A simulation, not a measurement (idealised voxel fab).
The process module presented herein is designated voxel released beams.
The width of the displayed cross-section, cut, is 225 nm; its cells are square, with a size of 5 nm.
Cross-section spec: square-cell grid; bands listed top down; each band is one or more rows.
Each band's line starts with the height of the band's top and of its bottom, in nm. Then come its materials from left to right, each with its width in nm. One material with "all across" fills the band from edge to edge. "empty" is empty space.
Beneath 0, the wafer as received is one material, and that level is where height counting begins. The lowest band goes on downward without a bottom; it is written like "top 0, no bottom".
Graded width ("30->40"): value in top row of band = first number; value in bottom row = second number; row-to-row change constant.
"changes: none" -> step changed no cross-section cell.
Enclosed voids (no open way to top), threshold 8 cells or more, entry "Closed empty spaces", notation width x height at distance, distance from left edge, nm.
Post-settings text on a step line: simulator's own remark regarding the step.
overlay nm: step with mask; distance mask lay right of planned place; negative value = left of planned place.
Planned process steps
- 1: RECEIVE | material Si
- 2: CONFORMAL_DEP | material Al2O3 | thk nm 10
- 3: DIRECTIONAL_DEP | material SiO2 | thk nm 20
- 4: DIRECTIONAL_DEP | material aC | thk nm 15
- 5: PATTERN | tone open | mask id ANCHOR | material resist | width nm 45 | thk nm 35 | overlay nm 0
- 6: DIRECTIONAL_ETCH | etch materials aC | depth nm 15
- 7: STRIP | etch materials resist
- 8: DIRECTIONAL_ETCH | etch materials SiO2 | depth nm 20
- 9: STRIP | etch materials aC
- 10: CONFORMAL_DEP | material polySi | thk nm 15
- 11: PATTERN | tone cover | mask id BEAM | material resist | width nm 120 | thk nm 20 | overlay nm 0
- 12: DIRECTIONAL_ETCH | etch materials polySi | depth nm 15
- 13: STRIP | etch materials resist
- 14: STRIP | etch materials SiO2
Received-state cross-section, reflecting completion of step 1
- top 0, no bottom | Si all across
- Closed empty spaces: none
Module complete - cross-section of the first of two wafers, run according to plan
- top 45, bottom 30 | empty 50; polySi 20; empty 15; polySi 85; empty 55
- top 30, bottom 25 | empty 55; polySi 15; empty 15; polySi 15; empty 125
- top 25, bottom 10 | empty 55; polySi 45; empty 125
- top 10, bottom 0 | Al2O3 all across
- top 0, no bottom | Si all across
- Closed empty spaces: none
Here is the second of the two wafers cut open at the end of the module - same start, same plan as the first one, but we made one mistake running it
- top 45, bottom 30 | empty 50; polySi 120; empty 55
- top 30, bottom 20 | Al2O3 all across
- top 20, bottom 0 | SiO2 all across
- top 0, no bottom | Si all across
- Closed empty spaces: none
Finding, execution versus plan: the run placed steps 2 and 3 each in the position the plan gave to the other
At the finish, the second wafer shows more or fewer cells for some materials than the first does: 180 more of SiO2; 24 fewer of polySi
